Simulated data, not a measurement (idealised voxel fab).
voxel ribs on slabs: a process module
The width of the displayed cross-section, cut, is 270 nm; its cells are square, with a size of 5 nm.
Throughout this document, each cross-section is represented as a grid of square cells and is presented as a sequence of bands enumerated from the top downward, where a band comprises one or more rows of cells. A band entry consists of two parts. The first gives the height of the band's top and the height of its bottom, in nm. The rest lists the band's materials from left to right, each with its width in nm. A single material labelled with the word "throughout" fills the band from edge to edge, and the word "air" marks empty space. Heights are reckoned from 0. Under this level, the received wafer is all of one material. The bottommost band is open-ended downward, for example "top 0, no bottom". When a width is written as two numbers, as in "30 to 40", the first number is the width in the top row of cells of the band and the second is the width in its bottom row, and the width changes by the same amount from each row to the next. "remained unchanged" after a step means that no cell of the cross-section changed. In the "Cavities, closed" entry, you get each enclosed empty space of 8 cells or more, one with no open way to the top, written width x height at distance, distance from the left edge, in nm. Step line, after settings: the simulator's comment on this step. You can add "overlay nm" to a step's line. For a step with a mask, it describes how far the mask lay to the right of its planned position, and a negative number describes a lay to the left.
-- Planned process steps
1 RECEIVE [material Si]
2 DIRECTIONAL_DEP [material SiO2] [thk nm 20]
3 DIRECTIONAL_DEP [material polySi] [thk nm 15]
4 MASKED_ETCH [tone cover] [mask id RIB] [width nm 20] [etch materials polySi] [depth nm 5] [overlay nm 0]
5 DIRECTIONAL_DEP [material aC] [thk nm 10]
6 PATTERN [tone cover] [mask id SLAB] [material resist] [width nm 50] [thk nm 25] [overlay nm 0]
7 DIRECTIONAL_ETCH [etch materials aC] [depth nm 10]
8 STRIP [etch materials resist]
9 DIRECTIONAL_ETCH [etch materials polySi] [depth nm 10]
10 STRIP [etch materials aC]
11 FILL_DEP [material SiO2] [thk nm 25]
12 CMP [height nm 50]
13 DIRECTIONAL_DEP [material W] [thk nm 5]
14 DIRECTIONAL_DEP [material aC] [thk nm 10]
15 PATTERN [tone cover] [mask id HEATER] [material resist] [width nm 30] [thk nm 30] [overlay nm 0]
16 DIRECTIONAL_ETCH [etch materials aC] [depth nm 10]
17 STRIP [etch materials resist]
18 DIRECTIONAL_ETCH [etch materials W] [depth nm 5]
19 STRIP [etch materials aC]
20 CONFORMAL_DEP [material SiN] [thk nm 10]
-- Cross-section of the wafer at receipt, which is the condition after step 1
    top 0, no bottom | Si throughout
    Cavities, closed: none
-- Run as planned - first of the two wafers cross-sectioned at the end of the module
    top 65, bottom 60 | 110 air, 50 SiN, 110 air
    top 60, bottom 55 | SiN throughout
    top 55, bottom 50 | 120 SiN, 30 W, 120 SiN
    top 50, bottom 35 | SiO2 throughout
    top 35, bottom 30 | 125 SiO2, 20 polySi, 125 SiO2
    top 30, bottom 20 | 110 SiO2, 50 polySi, 110 SiO2
    top 20, bottom 0 | SiO2 throughout
    top 0, no bottom | Si throughout
    Cavities, closed: none
-- Cross-section, second wafer: same start as the first, same plan as the first, one mistake in running it; taken at the end of the module
    top 60, bottom 55 | 115 air, 40 SiN, 115 air
    top 55, bottom 50 | 120 SiN, 30 W, 120 SiN
    top 50, bottom 35 | SiO2 throughout
    top 35, bottom 30 | 125 SiO2, 20 polySi, 125 SiO2
    top 30, bottom 20 | 110 SiO2, 50 polySi, 110 SiO2
    top 20, bottom 0 | SiO2 throughout
    top 0, no bottom | Si throughout
    Cavities, closed: none
Plan not followed: step 20 changed vs plan, executed as CONFORMAL_DEP [material SiN] [thk nm 5]
The closing comparison, in cells, has the second wafer with more or fewer of some materials than the first: 56 fewer of SiN
